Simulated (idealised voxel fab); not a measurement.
process module | voxel gate over fins
cross-section cut | 225 nm wide | cells 5 nm
A cross-section is a grid of square cells, given in bands from the top down. A band is one or more rows of cells.
Each band's line starts with the height of the band's top and of its bottom, in nm. Then come its materials from left to right, each with its width in nm. One material with "throughout" fills the band from edge to edge. "air" is empty space.
Height 0 is the level under which the wafer as received is all one material. The lowest band goes on downwards, as in "0 down".
A width such as "30 to 40" changes by the same amount from each row of cells to the next, from the band's top row to its bottom row.
"no change" after a step means that no cell of the cross-section changed.
closed voids: empty space of 8 cells or more with no open way to the top, each as width x height at its distance from the left edge, in nm
after a step's settings: what the simulator itself notes on the step
overlay nm, on a step with a mask: how far to the right of its planned place the mask lay; to the left if negative
plan
1 op RECEIVE | material Si
2 op CONFORMAL_DEP | material SiN | thk nm 10
3 op PATTERN | tone cover | mask id FINS | material resist | width nm 15 | pitch nm 35 | thk nm 20 | overlay nm 0
4 op DIRECTIONAL_ETCH | etch materials SiN | depth nm 10
5 op DIRECTIONAL_ETCH | etch materials Si | depth nm 30
6 op STRIP | etch materials resist
7 op OXIDIZE | depth nm 5
8 op FILL_DEP | material SiO2 | thk nm 10
9 op CMP | height nm 10
10 op SELECTIVE_ETCH | etch materials SiO2 | depth nm 25
11 op STRIP | etch materials SiN
12 op CONFORMAL_DEP | material HfO2 | thk nm 5
13 op CONFORMAL_DEP | material TiN | thk nm 5
14 op CONFORMAL_DEP | material TiAl | thk nm 5
15 op CONFORMAL_DEP | material TiN | thk nm 5
16 op FILL_DEP | material W | thk nm 15
17 op CMP | height nm 30
18 op CONFORMAL_DEP | material SiN | thk nm 10
varied across the wafers: thk nm of step 12. The plan shows the first wafer's value. All wafers start alike
first wafer as received, after step 1
  0 down: Si throughout
  closed voids: none
first wafer at the end, after step 18
  40 to 30: SiN throughout
  30 to 20: W throughout
  20 to 15: W 55 | TiN 115 | W 55
  15 to 10: W 55 | TiN 5 | TiAl 105 | TiN 5 | W 55
  10 to 5: W 55 | TiN 5 | TiAl 5 | TiN 25 | TiAl 10 | TiN 25 | TiAl 10 | TiN 25 | TiAl 5 | TiN 5 | W 55
  5 to 0: TiN 60 | TiAl 5 | TiN 5 | HfO2 15 | TiN 5 | TiAl 10 | TiN 5 | HfO2 15 | TiN 5 | TiAl 10 | TiN 5 | HfO2 15 | TiN 5 | TiAl 5 | TiN 60
  0 to -5: TiAl 65 | TiN 5 | HfO2 5 | Si 5 | HfO2 5 | TiN 5 | TiAl 10 | TiN 5 | HfO2 5 | Si 5 | HfO2 5 | TiN 5 | TiAl 10 | TiN 5 | HfO2 5 | Si 5 | HfO2 5 | TiN 5 | TiAl 65
  -5 to -10: TiN 70 | HfO2 5 | Si 5 | HfO2 5 | TiN 20 | HfO2 5 | Si 5 | HfO2 5 | TiN 20 | HfO2 5 | Si 5 | HfO2 5 | TiN 70
  -10 to -15: HfO2 75 | Si 5 | HfO2 30 | Si 5 | HfO2 30 | Si 5 | HfO2 75
  -15 to -35: SiO2 75 | Si 5 | SiO2 30 | Si 5 | SiO2 30 | Si 5 | SiO2 75
  -35 down: Si throughout
  closed voids: none
last wafer at the end
  40 to 30: SiN throughout
  30 to 25: W 40 | TiN 5 | TiAl 135 | TiN 5 | W 40
  25 to 20: W 40 | TiN 5 | TiAl 5 | TiN 125 | TiAl 5 | TiN 5 | W 40
  20 to 15: TiN 45 | TiAl 5 | TiN 5 | HfO2 115 | TiN 5 | TiAl 5 | TiN 45
  15 to 10: TiAl 50 | TiN 5 | HfO2 115 | TiN 5 | TiAl 50
  10 to 5: TiN 55 | HfO2 115 | TiN 55
  5 to 0: HfO2 throughout
  0 to -15: HfO2 75 | Si 5 | HfO2 30 | Si 5 | HfO2 30 | Si 5 | HfO2 75
  -15 to -35: SiO2 75 | Si 5 | SiO2 30 | Si 5 | SiO2 30 | Si 5 | SiO2 75
  -35 down: Si throughout
  closed voids: none
each wafer at the end: cells of each material gained (+) or lost (-) since it was received, then its closed voids
thk nm 5 | +63 HfO2 | -294 Si | +90 SiN | +168 SiO2 | +63 TiAl | +114 TiN | +156 W | closed voids: none
thk nm 10 | +126 HfO2 | -294 Si | +90 SiN | +168 SiO2 | +51 TiAl | +114 TiN | +105 W | closed voids: none
thk nm 15 | +189 HfO2 | -294 Si | +90 SiN | +168 SiO2 | +51 TiAl | +102 TiN | +54 W | closed voids: none
thk nm 20 | +240 HfO2 | -294 Si | +90 SiN | +168 SiO2 | +51 TiAl | +73 TiN | +32 W | closed voids: none
